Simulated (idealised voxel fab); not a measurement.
voxel wiring stack: a process module
Square cells of 5 nm make up the cross-section cut, whose width is 190 nm.
Each cross-section below is a grid of square cells, stated as bands in top-down order, with one or more rows of cells making up each band. Band: top height; bottom height; in nm. Then, left to right: material with width in nm, for each material. "all across": a single material spanning edge to edge. "blank": empty space. Where do heights start? At 0: under that level the wafer as delivered is made of one material only. And the lowest band has no floor; it just carries on downward, as in "0..down". Width: "30->40" (first number = top row, second number = bottom row, same change from row to row of cells). No cell of the cross-section changed in a step that is given as "left unchanged". Any empty space of 8 cells or more lacking an open way to the top shows up in "Catalogued sealed voids" as width x height at distance, distance from the left edge, in nm. Past the settings on a step's line: simulator remark, on that step. Steps that use a mask can have "overlay nm" on their line. It says how far the mask sat to the right of where it was meant to be. Negative means to the left.
# Process steps foreseen in the plan
- 1: RECEIVE | material Si
- 2: CONFORMAL_DEP | material SiO2 | thk nm 15
- 3: CONFORMAL_DEP | material SiN | thk nm 5
- 4: DIRECTIONAL_DEP | material lowk | thk nm 25
- 5: PATTERN | tone open | mask id METAL_1 | material resist | width nm 20 | pitch nm 40 | thk nm 15 | overlay nm 0
- 6: DIRECTIONAL_ETCH | etch materials lowk | depth nm 25
- 7: DIRECTIONAL_ETCH | etch materials SiN | depth nm 5
- 8: STRIP | etch materials resist
- 9: CONFORMAL_DEP | material TiN | thk nm 5
- 10: FILL_DEP | material W | thk nm 10
- 11: CMP | height nm 45
- 12: EPI | material Ru | thk nm 5
- 13: FILL_DEP | material SiCN | thk nm 5
- 14: DIRECTIONAL_DEP | material lowk | thk nm 30
- 15: DIRECTIONAL_DEP | material aC | thk nm 10
- 16: PATTERN | tone open | mask id METAL_2 | material resist | width nm 20 | pitch nm 40 | thk nm 25 | overlay nm 0
- 17: DIRECTIONAL_ETCH | etch materials aC | depth nm 10
- 18: STRIP | etch materials resist
- 19: DIRECTIONAL_ETCH | etch materials lowk | depth nm 20
- 20: STRIP | etch materials aC
- 21: PATTERN | tone open | mask id METAL_2_HOLES | material resist | width nm 15 | pitch nm 40 | thk nm 20 | overlay nm 0
- 22: DIRECTIONAL_ETCH | etch materials lowk | depth nm 10
- 23: DIRECTIONAL_ETCH | etch materials SiCN | depth nm 5
- 24: STRIP | etch materials resist
- 25: CONFORMAL_DEP | material TiN | thk nm 5
- 26: FILL_DEP | material Ru | thk nm 5
- 27: CMP | height nm 85
- 28: CONFORMAL_DEP | material SiCN | thk nm 5
- 29: DIRECTIONAL_DEP | material lowk | thk nm 15
- 30: DIRECTIONAL_DEP | material aC | thk nm 15
- 31: PATTERN | tone open | mask id PLUG_2 | material resist | width nm 15 | thk nm 30 | overlay nm 0
- 32: DIRECTIONAL_ETCH | etch materials aC | depth nm 15
- 33: STRIP | etch materials resist
- 34: DIRECTIONAL_ETCH | etch materials lowk | depth nm 15
- 35: DIRECTIONAL_ETCH | etch materials SiCN | depth nm 5
- 36: STRIP | etch materials aC
- 37: CONFORMAL_DEP | material TiN | thk nm 5
- 38: FILL_DEP | material Cu | thk nm 5
- 39: CMP | height nm 105
- 40: CONFORMAL_DEP | material SiCN | thk nm 5
- 41: DIRECTIONAL_DEP | material SiO2 | thk nm 15
- 42: PATTERN | tone open | mask id METAL_3 | material resist | width nm 20 | pitch nm 40 | thk nm 20 | overlay nm 0
- 43: DIRECTIONAL_ETCH | etch materials SiO2 | depth nm 15
- 44: DIRECTIONAL_ETCH | etch materials SiCN | depth nm 5
- 45: STRIP | etch materials resist
- 46: CONFORMAL_DEP | material TiN | thk nm 5
- 47: FILL_DEP | material Cu | thk nm 10
- 48: CMP | height nm 125
- 49: CONFORMAL_DEP | material SiN | thk nm 5
# This is the cross-section of the wafer as we received it, i.e. after step 1
> 0..down  Si all across
> Catalogued sealed voids: none
# The following cross-section depicts the wafer upon conclusion of the module. Processing commenced from the starting condition illustrated above and adhered to the plan illustrated above, save for one mistake in execution
> 130..125  SiN all across
> 125..110  SiO2 65 nm; TiN 5 nm; Cu 10 nm; TiN 5 nm; SiO2 20 nm; TiN 5 nm; Cu 10 nm; TiN 5 nm; SiO2 65 nm
> 110..105  SiCN 65 nm; TiN 20 nm; SiCN 20 nm; TiN 20 nm; SiCN 65 nm
> 105..100  TiN 70 nm; Cu 5 nm; TiN 115 nm
> 100..85  lowk 65 nm; TiN 5 nm; Cu 5 nm; TiN 5 nm; lowk 110 nm
> 85..80  SiCN 65 nm; TiN 15 nm; SiCN 110 nm
> 80..70  lowk 65 nm; TiN 5 nm; Ru 10 nm; TiN 5 nm; lowk 20 nm; TiN 5 nm; Ru 10 nm; TiN 5 nm; lowk 65 nm
> 70..65  lowk 65 nm; TiN 5 nm; Ru 5 nm; TiN 10 nm; lowk 20 nm; TiN 5 nm; Ru 5 nm; TiN 10 nm; lowk 65 nm
> 65..55  lowk 65 nm; TiN 5 nm; Ru 5 nm; TiN 5 nm; lowk 25 nm; TiN 5 nm; Ru 5 nm; TiN 5 nm; lowk 70 nm
> 55..50  SiCN 65 nm; TiN 15 nm; SiCN 25 nm; TiN 15 nm; SiCN 70 nm
> 50..45  SiCN 60 nm; Ru 30 nm; SiCN 10 nm; Ru 30 nm; SiCN 60 nm
> 45..20  lowk 65 nm; TiN 5 nm; W 10 nm; TiN 5 nm; lowk 20 nm; TiN 5 nm; W 10 nm; TiN 5 nm; lowk 65 nm
> 20..15  SiN 65 nm; TiN 20 nm; SiN 20 nm; TiN 20 nm; SiN 65 nm
> 15..0  SiO2 all across
> 0..down  Si all across
> Catalogued sealed voids: none
Short version of what went wrong: heads up, step 27 didn't go per plan, it actually ran as CMP | height nm 80
